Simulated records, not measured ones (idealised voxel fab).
Module name: voxel tone inversion (process module)
Section cut is 255 nm wide and gridded with 5 nm square cells.
Think of the cross-section as a grid of square cells. We describe it in bands, top to bottom, and each band covers one or more rows of those cells.
Look at the band entry: it leads with the top's height and the bottom's height in nm. Then it lists the materials left to right, with a width in nm for each. The word "everywhere" on a single material says that material fills the band edge to edge. The word "blank" is empty space.
Heights are reckoned from 0. Under this level, the received wafer is all of one material. The bottommost band is open-ended downward, for example "0..down".
The width entry "30..40" should be interpreted row by row: the top row of cells in the band takes the first number, the bottom row takes the second number, and the change between adjacent rows is uniform throughout.
Reading "no modifications" for a step: not a cell of the cross-section changed in it.
Closed cavity list: empty space of 8 cells or more with no open way to the top, each as width x height at its distance from the left edge, in nm
Step line, after settings: the simulator's comment on this step.
A step line may carry the setting "overlay nm", which, for steps involving a mask, states the distance by which the mask lay to the right of its intended position; negative values denote displacement to the left.
The following list gives the planned process steps:
1. RECEIVE [material Si]
2. CONFORMAL_DEP [material SiN] [thk nm 5]
3. DIRECTIONAL_DEP [material aC] [thk nm 20]
4. PATTERN [tone cover] [mask id POSTS] [material resist] [width nm 25] [pitch nm 55] [thk nm 25] [overlay nm 0]
5. DIRECTIONAL_ETCH [etch materials aC] [depth nm 20]
6. STRIP [etch materials resist]
7. FILL_DEP [material SiO2] [thk nm 10]
8. CMP [height nm 25]
9. STRIP [etch materials aC]
10. CONFORMAL_DEP [material TiN] [thk nm 5]
11. FILL_DEP [material Cu] [thk nm 10]
12. CMP [height nm 25]
13. CONFORMAL_DEP [material SiN] [thk nm 5]
As received, after step 1:
    0..down  Si everywhere
    Closed cavity list: none
This is how the wafer looks in cross-section once the module is done, given the starting state and plan above and one mistake in carrying the plan out:
    30..25  SiN everywhere
    25..20  SiO2 everywhere
    20..0  30 of SiO2, then 25 of aC, then 30 of SiO2, then 25 of aC, then 30 of SiO2, then 25 of aC, then 30 of SiO2, then 25 of aC, then 35 of SiO2
    0..down  Si everywhere
    Closed cavity list: none
Short version of what went wrong: no execution of plan step 2; skipped
